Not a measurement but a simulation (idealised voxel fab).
Process module heading - voxel tone inversion
This is section cut - it's 145 nm across, gridded in 5 nm square cells.
Just so we're on the same page, the cross-sections are grids of square cells, and they're listed out in bands top to bottom, each band one or more rows deep.
For a band, the entry starts with two heights in nm, that of the top and then that of the bottom, and carries on with the band's materials in order from left to right, each alongside its width in nm; the word "throughout" beside a single material means it fills the band edge to edge, and "air" means empty space.
Basically, 0 is our baseline, since under it the wafer straight out of the box is all one material. The bottom band has no lower end and keeps on going down, so it looks like "0..down".
Quick explanation for "30 to 40": the width changes in equal steps down the rows of cells, from the first number in the band's top row to the second number in its bottom row.
What does "nothing different" mean for a step? It means no cell of the cross-section changed in that step.
The entry "Voids, sealed" lists the empty spaces that cover at least 8 cells and have no open path to the top. Each is written as width x height at distance, where the distance is measured from the left edge and all three values are in nm.
On each step's line, the part that comes after the settings is the simulator's own comment on the step.
You can add "overlay nm" to a step's line. For a step with a mask, it describes how far the mask lay to the right of its planned position, and a negative number describes a lay to the left.
STEPS IN THE PROCESS PLAN
1) RECEIVE, material Si
2) CONFORMAL_DEP, material SiCN, thk nm 10
3) DIRECTIONAL_DEP, material polySi, thk nm 15
4) PATTERN, tone cover, mask id POSTS, material resist, width nm 20, pitch nm 40, thk nm 25, overlay nm 0
5) DIRECTIONAL_ETCH, etch materials polySi, depth nm 15
6) STRIP, etch materials resist
7) FILL_DEP, material lowk, thk nm 5
8) CMP, height nm 25
9) STRIP, etch materials polySi
10) CONFORMAL_DEP, material TiN, thk nm 5
11) FILL_DEP, material Cu, thk nm 10
12) CMP, height nm 25
13) CONFORMAL_DEP, material SiN, thk nm 5
THIS IS THE CROSS-SECTION OF THE WAFER AS WE RECEIVED IT, I.E. AFTER STEP 1
  0..down = Si throughout
  Voids, sealed: none
FIRST OF TWO WAFERS: CROSS-SECTION AT END OF MODULE, RUN PER PLAN
  30..25 = SiN throughout
  25..15 = 20 lowk; 5 TiN; 10 Cu; 5 TiN; 20 lowk; 5 TiN; 10 Cu; 5 TiN; 20 lowk; 5 TiN; 10 Cu; 5 TiN; 25 lowk
  15..10 = 20 lowk; 20 TiN; 20 lowk; 20 TiN; 20 lowk; 20 TiN; 25 lowk
  10..0 = SiCN throughout
  0..down = Si throughout
  Voids, sealed: none
HERE IS THE SECOND OF THE TWO WAFERS CUT OPEN AT THE END OF THE MODULE - SAME START, SAME PLAN AS THE FIRST ONE, BUT WE MADE ONE MISTAKE RUNNING IT
  45..40 = SiN throughout
  40..30 = Cu throughout
  30..25 = 25 TiN; 10 Cu; 30 TiN; 10 Cu; 30 TiN; 10 Cu; 30 TiN
  25..15 = 20 lowk; 5 TiN; 10 Cu; 5 TiN; 20 lowk; 5 TiN; 10 Cu; 5 TiN; 20 lowk; 5 TiN; 10 Cu; 5 TiN; 25 lowk
  15..10 = 20 lowk; 20 TiN; 20 lowk; 20 TiN; 20 lowk; 20 TiN; 25 lowk
  10..0 = SiCN throughout
  0..down = Si throughout
  Voids, sealed: none
Against the plan, the run slipped here: plan step 12 was not performed, having been skipped
FYI, end of process, the second wafer has more or fewer cells of some materials than the first: Cu: 64 more, TiN: 23 more
